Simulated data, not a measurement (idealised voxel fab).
The process module presented herein is designated voxel air gaps.
250 nm wide, 5 nm square cells: that's cross-section cut.
In what follows, cross-sections appear as grids of square cells, described through bands that run from the top down, where every band is one or more rows of cells. Per band: top height and bottom height in nm, followed by the left-to-right materials and their widths in nm; "full width" marks a single material spanning edge to edge, "air" marks empty space. For the purposes of this specification, 0 denotes the height below which the wafer in its as-received condition is composed wholly of one material, and the lowermost band, lacking a lower limit, extends downward without end, as expressed in "z 0 and below". A two-number width, for instance "30->40", indicates that the width is equal to the first number in the top row of the band and to the second number in the bottom row, and that it changes by a constant amount per row of cells. Given "remained the same" for a step, no cell of the cross-section differs between before and after that step. What "closed voids" gives you is every empty space of 8 cells or more that is cut off from the top. Each appears as width x height at distance, with the distance taken from the left edge and width, height and distance all in nm. Text after the settings on a step's line: the simulator's own remark on that step. Regarding "overlay nm": on a step with a mask, it is the distance the mask lay to the right of its planned place; a negative value places it to the left.

The following list gives the planned process steps:
step 1: RECEIVE,material Si
step 2: CONFORMAL_DEP,material SiO2,thk nm 10
step 3: CONFORMAL_DEP,material SiN,thk nm 5
step 4: DIRECTIONAL_DEP,material SiO2,thk nm 35
step 5: DIRECTIONAL_DEP,material aC,thk nm 10
step 6: PATTERN,tone open,mask id LINES,material resist,width nm 15,pitch nm 45,thk nm 25,overlay nm 0
step 7: DIRECTIONAL_ETCH,etch materials aC,depth nm 10
step 8: STRIP,etch materials resist
step 9: DIRECTIONAL_ETCH,etch materials SiO2,depth nm 35
step 10: STRIP,etch materials aC
step 11: CONFORMAL_DEP,material TiN,thk nm 5
step 12: FILL_DEP,material W,thk nm 5
step 13: CMP,height nm 50
step 14: EPI,material Ru,thk nm 10
step 15: SELECTIVE_ETCH,etch materials SiO2,depth nm 45
step 16: CONFORMAL_DEP,material SiN,thk nm 5

The cross-section here shows the wafer as received, i.e. in its state after step 1:
* z 0 and below = Si full width
* closed voids: none

Cross-sectional result after module completion. Note: starting condition and plan are unchanged from above; one processing mistake was made:
* z 75 to 70 = 45 air; 155 SiN; 50 air
* z 70 to 50 = 45 air; 5 SiN; 145 Ru; 5 SiN; 50 air
* z 50 to 45 = 45 air; 25 SiN; 5 TiN; 5 W; 5 TiN; 30 SiO2; 5 TiN; 5 W; 5 TiN; 30 SiO2; 5 TiN; 5 W; 5 TiN; 25 SiN; 50 air
* z 45 to 20 = 65 air; 5 SiN; 5 TiN; 5 W; 5 TiN; 30 SiO2; 5 TiN; 5 W; 5 TiN; 30 SiO2; 5 TiN; 5 W; 5 TiN; 5 SiN; 70 air
* z 20 to 15 = 70 SiN; 15 TiN; 30 SiO2; 15 TiN; 30 SiO2; 15 TiN; 75 SiN
* z 15 to 10 = SiN full width
* z 10 to 0 = SiO2 full width
* z 0 and below = Si full width
* closed voids: none
The mistake made against the process plan was this: step 14 of the plan was executed twice over
